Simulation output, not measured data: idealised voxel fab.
This is a process module. Its name is voxel spacer lines.
275 nm wide, 5 nm square cells: that's cross-section cut.
This document writes a cross-section as a grid whose cells are square, and gives it as bands, listed from the top down; one or more rows of cells form a band. For a band, the entry starts with two heights in nm, that of the top and then that of the bottom, and carries on with the band's materials in order from left to right, each alongside its width in nm; the word "everywhere" beside a single material means it fills the band edge to edge, and "air" means empty space. Zero point of the height axis is 0; under it, received wafer = one material. Lowest band: continues down indefinitely, "0 -> down". Width: "30..40" (first number = top row, second number = bottom row, same change from row to row of cells). Given "no alterations made" for a step, no cell of the cross-section differs between before and after that step. Entry "Voids, enclosed". Content: empty spaces with no open connection to the top, size 8 cells or greater. Each: width x height at distance. Distance: from left edge. Unit: nm. The remark found on a step's line after its settings is issued by the simulator itself and pertains to that step. Regarding "overlay nm": on a step with a mask, it is the distance the mask lay to the right of its planned place; a negative value places it to the left.

## The steps planned for the process are as follows
| 1 | RECEIVE,material Si |
| 2 | CONFORMAL_DEP,material Al2O3,thk nm 5 |
| 3 | DIRECTIONAL_DEP,material polySi,thk nm 15 |
| 4 | DIRECTIONAL_DEP,material aC,thk nm 20 |
| 5 | PATTERN,tone cover,mask id MANDREL,material resist,width nm 15,pitch nm 50,thk nm 25,overlay nm 0 |
| 6 | DIRECTIONAL_ETCH,etch materials aC,depth nm 20 |
| 7 | STRIP,etch materials resist |
| 8 | CONFORMAL_DEP,material SiO2,thk nm 10 |
| 9 | DIRECTIONAL_ETCH,etch materials SiO2,depth nm 10 |
| 10 | STRIP,etch materials aC |
| 11 | DIRECTIONAL_ETCH,etch materials polySi,depth nm 5 |
| 12 | STRIP,etch materials SiO2 |
Quick note for whoever runs this: the wafers start identical, but the depth nm at step 11 isn't the same across them. The plan just shows what the first wafer had.

## First of several wafers (as received, post step 1), cross-sectional view
  0 -> down  Si everywhere
  Voids, enclosed: none

## Module finished, last step 12 done: cross-section of the first of several wafers
  20 -> 15  air: 95, then polySi: 10, then air: 15, then polySi: 10, then air: 15, then polySi: 10, then air: 15, then polySi: 10, then air: 95
  15 -> 5  polySi everywhere
  5 -> 0  Al2O3 everywhere
  0 -> down  Si everywhere
  Voids, enclosed: none

## Last wafer x-sec, end of module
  20 -> 5  air: 95, then polySi: 10, then air: 15, then polySi: 10, then air: 15, then polySi: 10, then air: 15, then polySi: 10, then air: 95
  5 -> 0  Al2O3 everywhere
  0 -> down  Si everywhere
  Voids, enclosed: none

## Each row below is a wafer at the end of the module, listing for every material the number of cells it has gained (+) or lost (-) since it was received, followed by its closed voids
depth nm 5 | +55 Al2O3 | +118 polySi | Voids, enclosed: none
depth nm 10 | +55 Al2O3 | +71 polySi | Voids, enclosed: none
depth nm 15 | +55 Al2O3 | +24 polySi | Voids, enclosed: none
depth nm 20 | +55 Al2O3 | +24 polySi | Voids, enclosed: none
depth nm 25 | +55 Al2O3 | +24 polySi | Voids, enclosed: none
depth nm 30 | +55 Al2O3 | +24 polySi | Voids, enclosed: none
